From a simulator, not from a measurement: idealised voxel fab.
The document below concerns the process module designated voxel air gaps.
Cross-section cut spans 300 nm and uses square cells 5 nm in size.
In what follows, cross-sections appear as grids of square cells, described through bands that run from the top down, where every band is one or more rows of cells.
Top, bottom (nm), then materials left to right with widths (nm); lone material tagged "full width" fills the whole band edge to edge; "empty" = empty space.
It should be noted that heights are counted from 0, beneath which the wafer as supplied is of one material throughout, and that the lowest band possesses no lower boundary but continues downward, as written in "z 0 and below".
Width spec "30->40" -> top row of cells at first value, bottom row at second value, equal per-row change in between.
"nothing different" after a step means that no cell of the cross-section changed.
"Sealed cavities" enumerates empty spaces isolated from the top, with no open way to it, that contain at least 8 cells, giving each as width x height at distance from the left edge, all three in nm.
What comes after the settings on a step's line is commentary from the simulator itself on that step.
overlay nm: mask right of planned place by this much (step with mask). Neg. = left.
**This section lists the process steps that were planned**
1) RECEIVE, material Si
2) CONFORMAL_DEP, material SiO2, thk nm 10
3) CONFORMAL_DEP, material SiN, thk nm 5
4) DIRECTIONAL_DEP, material lowk, thk nm 40
5) MASKED_ETCH, tone open, mask id LINES, width nm 15, pitch nm 45, etch materials lowk, depth nm 40, overlay nm 0
6) CONFORMAL_DEP, material TiN, thk nm 5
7) FILL_DEP, material Ru, thk nm 10
8) CMP, height nm 55
9) EPI, material Ru, thk nm 10
10) SELECTIVE_ETCH, etch materials lowk, depth nm 50
11) CONFORMAL_DEP, material SiN, thk nm 5
**Here's what the wafer looked like in cross-section when it arrived - that's after step 1**
* z 0 and below = Si full width
* Sealed cavities: none
**The first of the two wafers as seen in cross-section once the module was finished; processing followed the plan**
* z 70 to 65 = empty=80, SiN=135, empty=85
* z 65 to 55 = empty=80, SiN=5, Ru=35, SiN=10, Ru=35, SiN=10, Ru=35, SiN=5, empty=85
* z 55 to 50 = empty=80, SiN=15, TiN=5, Ru=5, TiN=5, SiN=30, TiN=5, Ru=5, TiN=5, SiN=30, TiN=5, Ru=5, TiN=5, SiN=15, empty=85
* z 50 to 20 = empty=90, SiN=5, TiN=5, Ru=5, TiN=5, SiN=5, empty=20, SiN=5, TiN=5, Ru=5, TiN=5, SiN=5, empty=20, SiN=5, TiN=5, Ru=5, TiN=5, SiN=5, empty=95
* z 20 to 15 = SiN=95, TiN=15, SiN=30, TiN=15, SiN=30, TiN=15, SiN=100
* z 15 to 10 = SiN full width
* z 10 to 0 = SiO2 full width
* z 0 and below = Si full width
* Sealed cavities: 20 x 30 at 115; 20 x 30 at 160
**Second of two wafers, module complete, sectioned: it shares the first wafer's start and plan but was run with one mistake**
* z 70 to 65 = empty=80, SiN=140, empty=80
* z 65 to 55 = empty=80, SiN=5, Ru=40, SiN=5, Ru=40, SiN=5, Ru=40, SiN=5, empty=80
* z 55 to 50 = empty=80, SiN=15, TiN=5, Ru=10, TiN=5, SiN=25, TiN=5, Ru=10, TiN=5, SiN=25, TiN=5, Ru=10, TiN=5, SiN=15, empty=80
* z 50 to 20 = empty=90, SiN=5, TiN=5, Ru=10, TiN=5, SiN=5, empty=15, SiN=5, TiN=5, Ru=10, TiN=5, SiN=5, empty=15, SiN=5, TiN=5, Ru=10, TiN=5, SiN=5, empty=90
* z 20 to 15 = SiN=95, TiN=20, SiN=25, TiN=20, SiN=25, TiN=20, SiN=95
* z 15 to 10 = SiN full width
* z 10 to 0 = SiO2 full width
* z 0 and below = Si full width
* Sealed cavities: 15 x 30 at 120; 15 x 30 at 165
What went wrong in running the wafer? step 5, actual vs plan mismatch, actual run MASKED_ETCH, tone open, mask id LINES, width nm 20, pitch nm 45, etch materials lowk, depth nm 40, overlay nm 0
Final comparison by cell count, materials where the second wafer has more or fewer than the first: Ru +27 | SiN -8 | TiN +3
